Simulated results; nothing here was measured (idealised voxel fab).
Name of the process module below: voxel plated lines
Square cells of 5 nm make up the cross-section cut, whose width is 195 nm.
A cross-section is written here as square cells arranged in a grid, and it is given in bands from the top down, each band taking up one or more rows of cells.
This entry defines a band. It first specifies the height of the band's top and the height of its bottom in nm, and then specifies the band's materials from left to right, stating each material with its width in nm. The word "everywhere" identifies a single material that fills the band from edge to edge, while the word "blank" identifies empty space.
We count height from 0. Below that, the starting wafer is all one material. The lowest band never ends at the bottom but goes on down; see "0 -> down" for how that is written.
Quick explanation for "30->40": the width changes in equal steps down the rows of cells, from the first number in the band's top row to the second number in its bottom row.
It should be understood that the words "nothing altered", when stated for a given step, signify that the cross-section underwent no change in any of its cells during that step.
"Closed void listing": sealed empty spaces, 8 cells or more, no open way to top, listed width x height at distance, with distance from the left edge and width, height and distance in nm.
Text after the settings on a step's line: the simulator's own remark on that step.
overlay nm: for a step with a mask, the amount by which the mask lay right of where it was planned; a negative amount means left of it.
# Steps in the process plan
1 RECEIVE (material Si)
2 CONFORMAL_DEP (material SiN; thk nm 10)
3 DIRECTIONAL_DEP (material TiN; thk nm 5)
4 PATTERN (tone open; mask id LINES; material resist; width nm 15; pitch nm 35; thk nm 35; overlay nm 0)
5 EPI (material Ru; thk nm 10)
6 EPI (material Ru; thk nm 5)
7 EPI (material Ru; thk nm 10)
8 STRIP (etch materials resist)
9 DIRECTIONAL_ETCH (etch materials TiN; depth nm 5)
10 CONFORMAL_DEP (material SiCN; thk nm 5)
# Wafer at receipt (post step 1), cross-section
- 0 -> down | Si everywhere
- Closed void listing: none
# Cross-sectional view of the first of the two wafers upon completion of the module, processed in accordance with the plan
- 45 -> 40 | 65 nm blank, then 25 nm SiCN, then 10 nm blank, then 25 nm SiCN, then 70 nm blank
- 40 -> 15 | 65 nm blank, then 5 nm SiCN, then 15 nm Ru, then 5 nm SiCN, then 10 nm blank, then 5 nm SiCN, then 15 nm Ru, then 5 nm SiCN, then 70 nm blank
- 15 -> 10 | 70 nm SiCN, then 15 nm TiN, then 20 nm SiCN, then 15 nm TiN, then 75 nm SiCN
- 10 -> 0 | SiN everywhere
- 0 -> down | Si everywhere
- Closed void listing: none
# Second wafer of the two, sectioned at the end of the module. It began like the first and followed the same plan, but one mistake was made while running it
- 45 -> 40 | 75 nm SiCN, then 5 nm blank, then 30 nm SiCN, then 5 nm blank, then 80 nm SiCN
- 40 -> 15 | 70 nm Ru, then 5 nm SiCN, then 5 nm blank, then 5 nm SiCN, then 20 nm Ru, then 5 nm SiCN, then 5 nm blank, then 5 nm SiCN, then 75 nm Ru
- 15 -> 10 | 70 nm TiN, then 15 nm SiCN, then 20 nm TiN, then 15 nm SiCN, then 75 nm TiN
- 10 -> 0 | SiN everywhere
- 0 -> down | Si everywhere
- Closed void listing: none
It is concluded that the wafer was processed incorrectly with respect to the plan, in that rather than as planned, step 4 actually ran as PATTERN (tone cover; mask id LINES; material resist; width nm 15; pitch nm 35; thk nm 35; overlay nm 0)
In the final state, the cell counts of the second wafer exceed or fall short of those of the first for the following materials: 135 more of Ru | 27 more of TiN
